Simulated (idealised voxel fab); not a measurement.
process module | voxel double patterning
cross-section cut | 235 nm wide | cells 5 nm
A cross-section is a grid of square cells, given in bands from the top down. A band is one or more rows of cells.
Each band's line starts with the height of the band's top and of its bottom, in nm. Then come its materials from left to right, each with its width in nm. One material with "throughout" fills the band from edge to edge. "air" is empty space.
Height 0 is the level under which the wafer as received is all one material. The lowest band goes on downwards, as in "0 down".
A width such as "30 to 40" changes by the same amount from each row of cells to the next, from the band's top row to its bottom row.
"no change" after a step means that no cell of the cross-section changed.
closed voids: empty space of 8 cells or more with no open way to the top, each as width x height at its distance from the left edge, in nm
after a step's settings: what the simulator itself notes on the step
overlay nm, on a step with a mask: how far to the right of its planned place the mask lay; to the left if negative
plan
1 op RECEIVE | material Si
2 op CONFORMAL_DEP | material SiO2 | thk nm 5
3 op DIRECTIONAL_DEP | material W | thk nm 15
4 op DIRECTIONAL_DEP | material SiCN | thk nm 10
5 op PATTERN | tone open | mask id FIRST | material resist | width nm 15 | pitch nm 50 | thk nm 20 | overlay nm 0
6 op DIRECTIONAL_ETCH | etch materials SiCN | depth nm 10
7 op STRIP | etch materials resist
8 op MASKED_ETCH | tone open | mask id SECOND | width nm 15 | pitch nm 50 | etch materials SiCN | depth nm 10 | overlay nm 0
9 op DIRECTIONAL_ETCH | etch materials W | depth nm 15
10 op STRIP | etch materials SiCN
as received, after step 1
  0 down: Si throughout
  closed voids: none
first wafer at the end, as planned
  20 to 5: W 60 | air 15 | W 10 | air 15 | W 10 | air 15 | W 10 | air 15 | W 10 | air 15 | W 60
  5 to 0: SiO2 throughout
  0 down: Si throughout
  closed voids: none
second wafer at the end: like start, like plan, one mistake
  20 to 5: air 85 | W 15 | air 35 | W 15 | air 85
  5 to 0: SiO2 throughout
  0 down: Si throughout
  closed voids: none
what went wrong: step 8 ran as: op MASKED_ETCH | tone cover | mask id SECOND | width nm 15 | pitch nm 50 | etch materials SiCN | depth nm 10 | overlay nm 0
at the end the second wafer has, in cells: 78 fewer of W
